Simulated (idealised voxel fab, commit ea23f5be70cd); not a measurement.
A process module follows: voxel capacitor over wiring.
The cross-section on display is named cut; it measures 245 nm wide, and its cells are 5 nm squares.
Cross-section = grid of square cells, listed top down in bands; band = one or more rows. First you get the band's top height and its bottom height, in nm, and then the materials it's made of, left to right, with each width in nm. If you see a single material with "edge to edge", that one covers the band edge to edge. "blank" is empty space. Height datum 0, below which the as-received substrate wafer is one material. Lowest band open at the bottom, running downward: "z 0 and below". When a width is written as two numbers, as in "30->40", the first number is the width in the top row of cells of the band and the second is the width in its bottom row, and the width changes by the same amount from each row to the next. Reading "left unchanged" for a step: not a cell of the cross-section changed in it. If an empty space has no open way to the top and is at least 8 cells in size, "Sealed void list" lists it, written width x height at distance, where distance is measured from the left edge and every value is in nm. Text after the settings on a step's line: the simulator's own remark on that step. overlay nm: on a step with a mask, how far right of its planned place the mask lay; negative means left.

These are the steps we planned for the process
- 1: RECEIVE,material Si
- 2: CONFORMAL_DEP,material SiO2,thk nm 15
- 3: CONFORMAL_DEP,material SiCN,thk nm 5
- 4: DIRECTIONAL_DEP,material SiO2,thk nm 25
- 5: DIRECTIONAL_DEP,material aC,thk nm 15
- 6: PATTERN,tone open,mask id METAL_1,material resist,width nm 25,pitch nm 80,thk nm 30,overlay nm 0
- 7: DIRECTIONAL_ETCH,etch materials aC,depth nm 15
- 8: STRIP,etch materials resist
- 9: DIRECTIONAL_ETCH,etch materials SiO2,depth nm 25
- 10: DIRECTIONAL_ETCH,etch materials SiCN,depth nm 5
- 11: STRIP,etch materials aC
- 12: CONFORMAL_DEP,material TiN,thk nm 5
- 13: FILL_DEP,material Cu,thk nm 5
- 14: CMP,height nm 45
- 15: CONFORMAL_DEP,material SiCN,thk nm 5
- 16: DIRECTIONAL_DEP,material SiO2,thk nm 10
- 17: DIRECTIONAL_DEP,material aC,thk nm 10
- 18: PATTERN,tone open,mask id PLUG_1,material resist,width nm 15,thk nm 25,overlay nm 0
- 19: DIRECTIONAL_ETCH,etch materials aC,depth nm 10
- 20: STRIP,etch materials resist
- 21: DIRECTIONAL_ETCH,etch materials SiO2,depth nm 10
- 22: DIRECTIONAL_ETCH,etch materials SiCN,depth nm 5
- 23: STRIP,etch materials aC
- 24: CONFORMAL_DEP,material TiN,thk nm 5
- 25: FILL_DEP,material Ru,thk nm 5
- 26: CMP,height nm 60
- 27: DIRECTIONAL_DEP,material TiN,thk nm 10
- 28: DIRECTIONAL_DEP,material HfO2,thk nm 5
- 29: DIRECTIONAL_DEP,material TiN,thk nm 5
- 30: DIRECTIONAL_DEP,material aC,thk nm 15
- 31: PATTERN,tone cover,mask id UPPER_PLATE,material resist,width nm 60,thk nm 30,overlay nm 0
- 32: DIRECTIONAL_ETCH,etch materials aC,depth nm 15
- 33: STRIP,etch materials resist
- 34: DIRECTIONAL_ETCH,etch materials TiN,depth nm 5
- 35: DIRECTIONAL_ETCH,etch materials HfO2,depth nm 5
- 36: STRIP,etch materials aC
- 37: PATTERN,tone cover,mask id LOWER_PLATE,material resist,width nm 70,thk nm 20,overlay nm 0
- 38: DIRECTIONAL_ETCH,etch materials TiN,depth nm 10
- 39: STRIP,etch materials resist
- 40: FILL_DEP,material SiO2,thk nm 20
- 41: CMP,height nm 95
- 42: PATTERN,tone open,mask id PLUG_2,material resist,width nm 15,thk nm 20,overlay nm 0
- 43: DIRECTIONAL_ETCH,etch materials SiO2,depth nm 15
- 44: STRIP,etch materials resist
- 45: CONFORMAL_DEP,material TiN,thk nm 5
- 46: FILL_DEP,material Ru,thk nm 5
- 47: CMP,height nm 95
- 48: CONFORMAL_DEP,material SiCN,thk nm 5

The cross-section here shows the wafer as received, i.e. in its state after step 1
  z 0 and below | Si edge to edge
  Sealed void list: none

Sectioned view, first of two wafers, at the close of the module, processed as intended in the plan
  z 100 to 95 | SiCN edge to edge
  z 95 to 85 | SiO2=90, then TiN=5, then Ru=5, then TiN=5, then SiO2=140
  z 85 to 75 | SiO2=90->80, then TiN=15->60, then SiO2=140->105
  z 75 to 70 | SiO2=80, then HfO2=60, then SiO2=105
  z 70 to 60 | SiO2=75, then TiN=70, then SiO2=100
  z 60 to 50 | SiO2=80, then TiN=5, then Ru=5, then TiN=5, then SiO2=150
  z 50 to 45 | SiCN=80, then TiN=15, then SiCN=150
  z 45 to 20 | SiO2=70, then TiN=5, then Cu=15, then TiN=5, then SiO2=55, then TiN=5, then Cu=15, then TiN=5, then SiO2=70
  z 20 to 15 | SiCN=70, then TiN=25, then SiCN=55, then TiN=25, then SiCN=70
  z 15 to 0 | SiO2 edge to edge
  z 0 and below | Si edge to edge
  Sealed void list: none

End of module, second wafer, cross-section. Started like the first, planned like the first, run with one mistake
  z 100 to 95 | SiCN edge to edge
  z 95 to 85 | SiO2=90, then TiN=5, then Ru=5, then TiN=5, then SiO2=140
  z 85 to 75 | SiO2=90->80, then TiN=15->60, then SiO2=140->105
  z 75 to 70 | SiO2=80, then HfO2=60, then SiO2=105
  z 70 to 60 | SiO2=75, then TiN=70, then SiO2=100
  z 60 to 50 | SiO2=80, then TiN=5, then Ru=5, then TiN=5, then SiO2=150
  z 50 to 45 | SiCN=80, then TiN=15, then SiCN=150
  z 45 to 35 | SiO2=70, then TiN=5, then Cu=15, then TiN=5, then SiO2=55, then TiN=5, then Cu=15, then TiN=5, then SiO2=70
  z 35 to 30 | SiCN=70, then TiN=25, then SiCN=55, then TiN=25, then SiCN=70
  z 30 to 0 | SiO2 edge to edge
  z 0 and below | Si edge to edge
  Sealed void list: none
Deviation from plan: step 2 from the plan got run twice
Materials where the second wafer ends with more or fewer cells than the first: -18 Cu, +30 SiO2, -12 TiN
